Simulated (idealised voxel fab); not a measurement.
process module | voxel capacitor over wiring
cross-section cut | 185 nm wide | cells 5 nm
A cross-section is a grid of square cells, given in bands from the top down. A band is one or more rows of cells.
Each band's line starts with the height of the band's top and of its bottom, in nm. Then come its materials from left to right, each with its width in nm. One material with "throughout" fills the band from edge to edge. "air" is empty space.
Height 0 is the level under which the wafer as received is all one material. The lowest band goes on downwards, as in "0 down".
A width such as "30 to 40" changes by the same amount from each row of cells to the next, from the band's top row to its bottom row.
"no change" after a step means that no cell of the cross-section changed.
closed voids: empty space of 8 cells or more with no open way to the top, each as width x height at its distance from the left edge, in nm
after a step's settings: what the simulator itself notes on the step
overlay nm, on a step with a mask: how far to the right of its planned place the mask lay; to the left if negative
plan
1 op RECEIVE | material Si
2 op CONFORMAL_DEP | material SiO2 | thk nm 10
3 op DIRECTIONAL_DEP | material TiN | thk nm 5
4 op DIRECTIONAL_DEP | material Ru | thk nm 15
5 op PATTERN | tone cover | mask id METAL_1 | material resist | width nm 20 | pitch nm 80 | thk nm 15 | overlay nm 0
6 op DIRECTIONAL_ETCH | etch materials Ru | depth nm 15
7 op DIRECTIONAL_ETCH | etch materials TiN | depth nm 5
8 op STRIP | etch materials resist
9 op FILL_DEP | material lowk | thk nm 10
10 op CMP | height nm 30
11 op CONFORMAL_DEP | material SiCN | thk nm 5
12 op DIRECTIONAL_DEP | material SiO2 | thk nm 10
13 op DIRECTIONAL_DEP | material aC | thk nm 10
14 op PATTERN | tone open | mask id PLUG_1 | material resist | width nm 15 | thk nm 30 | overlay nm 0
15 op DIRECTIONAL_ETCH | etch materials aC | depth nm 10
16 op STRIP | etch materials resist
17 op DIRECTIONAL_ETCH | etch materials SiO2 | depth nm 10
18 op DIRECTIONAL_ETCH | etch materials SiCN | depth nm 5
19 op STRIP | etch materials aC
20 op EPI | material Ru | thk nm 10
21 op EPI | material Ru | thk nm 5
22 op DIRECTIONAL_DEP | material TiN | thk nm 5
23 op DIRECTIONAL_DEP | material SiN | thk nm 5
24 op DIRECTIONAL_DEP | material TiN | thk nm 10
25 op DIRECTIONAL_DEP | material aC | thk nm 15
26 op PATTERN | tone cover | mask id UPPER_PLATE | material resist | width nm 65 | thk nm 30 | overlay nm 0
27 op DIRECTIONAL_ETCH | etch materials aC | depth nm 15
28 op STRIP | etch materials resist
29 op DIRECTIONAL_ETCH | etch materials TiN | depth nm 10
30 op DIRECTIONAL_ETCH | etch materials SiN | depth nm 5
31 op STRIP | etch materials aC
32 op PATTERN | tone cover | mask id LOWER_PLATE | material resist | width nm 75 | thk nm 15 | overlay nm 0
33 op DIRECTIONAL_ETCH | etch materials TiN | depth nm 5
34 op STRIP | etch materials resist
35 op FILL_DEP | material SiO2 | thk nm 20
36 op CMP | height nm 80
37 op PATTERN | tone open | mask id PLUG_2 | material resist | width nm 15 | thk nm 15 | overlay nm 0
38 op DIRECTIONAL_ETCH | etch materials SiO2 | depth nm 15
39 op STRIP | etch materials resist
40 op CONFORMAL_DEP | material TiN | thk nm 5
41 op FILL_DEP | material W | thk nm 5
42 op CMP | height nm 80
43 op CONFORMAL_DEP | material SiN | thk nm 5
as received, after step 1
  0 down: Si throughout
  closed voids: none
a wafer at the end: this start, this plan, one mistake
  85 to 80: SiN throughout
  80 to 70: SiO2 55 | TiN 5 | W 5 | TiN 5 | SiO2 115
  70 to 60: SiO2 55 to 60 | TiN 15 to 50 | SiO2 115 to 75
  60 to 55: SiO2 45 | TiN 65 | SiO2 75
  55 to 50: SiO2 45 | TiN 15 | SiN 50 | SiO2 75
  50 to 45: SiO2 40 | TiN 5 | SiN 15 | TiN 55 | SiO2 70
  45 to 40: SiCN 45 | TiN 15 | SiCN 125
  40 to 30: SiO2 throughout
  30 to 15: lowk 40 | Ru 20 | lowk 60 | Ru 20 | lowk 45
  15 to 10: lowk 40 | TiN 20 | lowk 60 | TiN 20 | lowk 45
  10 to 0: SiO2 throughout
  0 down: Si throughout
  closed voids: none
what went wrong: steps 11 and 12 were swapped
